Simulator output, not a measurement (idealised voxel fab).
Process module in this document: voxel ribs on slabs
Cross-section cut: width 185 nm, square cells of 5 nm.
In this document a cross-section is written as a grid of square cells. It is given as a series of bands, listed from the top down, and a band is one or more rows of cells.
It is stipulated that each band's entry specify, in nanometres, the height of the top of the band and then that of its bottom, followed by the materials of the band in left-to-right sequence, each together with its width in nanometres. A single material marked by the word "full width" is understood to fill the band from edge to edge; the word "empty" is understood to denote empty space.
Counting heights begins at 0, where everything beneath is, in the wafer as received, one material. The lowest band has no bottom; it goes on downwards, as "0..down" shows.
A two-number width, for instance "30..40", indicates that the width is equal to the first number in the top row of the band and to the second number in the bottom row, and that it changes by a constant amount per row of cells.
Take "no alteration" at face value: in the step it is given for, the cross-section changed in none of its cells.
For the entry "Closed voids list", the listed items are empty spaces with no open way to the top whose size is 8 cells or more; each item follows the pattern width x height at distance, where distance is from the left edge and all three are in nm.
Text after the settings on a step's line: the simulator's own remark on that step.
overlay nm: for a step with a mask, the amount by which the mask lay right of where it was planned; a negative amount means left of it.
Process steps foreseen in the plan
1) RECEIVE,material Si
2) DIRECTIONAL_DEP,material SiO2,thk nm 30
3) DIRECTIONAL_DEP,material SiN,thk nm 20
4) MASKED_ETCH,tone cover,mask id RIB,width nm 25,etch materials SiN,depth nm 15,overlay nm 0
5) MASKED_ETCH,tone cover,mask id SLAB,width nm 65,etch materials SiN,depth nm 5,overlay nm 0
6) FILL_DEP,material SiO2,thk nm 25
7) CMP,height nm 70
8) DIRECTIONAL_DEP,material TiN,thk nm 5
9) PATTERN,tone cover,mask id HEATER,material resist,width nm 35,thk nm 20,overlay nm 0
10) DIRECTIONAL_ETCH,etch materials TiN,depth nm 5
11) STRIP,etch materials resist
12) CONFORMAL_DEP,material SiN,thk nm 5
The plan's step 5 width nm is the first wafer's value; the wafers differ in this setting and start identical.
Cross-section, first of several wafers, as delivered after step 1
* 0..down = Si full width
* Closed voids list: none
Once step 12, the last step, is complete, the module is at its end; this is the cross-section of the first of several wafers
* 80..75 = empty=70 / SiN=45 / empty=70
* 75..70 = SiN=75 / TiN=35 / SiN=75
* 70..50 = SiO2 full width
* 50..35 = SiO2=80 / SiN=25 / SiO2=80
* 35..30 = SiO2=60 / SiN=65 / SiO2=60
* 30..0 = SiO2 full width
* 0..down = Si full width
* Closed voids list: none
End of module: cross-section, last of several wafers
* 80..75 = empty=70 / SiN=45 / empty=70
* 75..70 = SiN=75 / TiN=35 / SiN=75
* 70..50 = SiO2 full width
* 50..35 = SiO2=80 / SiN=25 / SiO2=80
* 35..30 = SiO2=50 / SiN=90 / SiO2=45
* 30..0 = SiO2 full width
* 0..down = Si full width
* Closed voids list: none
Per wafer (row), end of module: delta in cells per material since receipt, (+) for gained, (-) for lost; closed voids after that
width nm 65; +67 SiN; +490 SiO2; +7 TiN; Closed voids list: none
width nm 70; +68 SiN; +489 SiO2; +7 TiN; Closed voids list: none
width nm 75; +69 SiN; +488 SiO2; +7 TiN; Closed voids list: none
width nm 80; +70 SiN; +487 SiO2; +7 TiN; Closed voids list: none
width nm 85; +71 SiN; +486 SiO2; +7 TiN; Closed voids list: none
width nm 90; +72 SiN; +485 SiO2; +7 TiN; Closed voids list: none
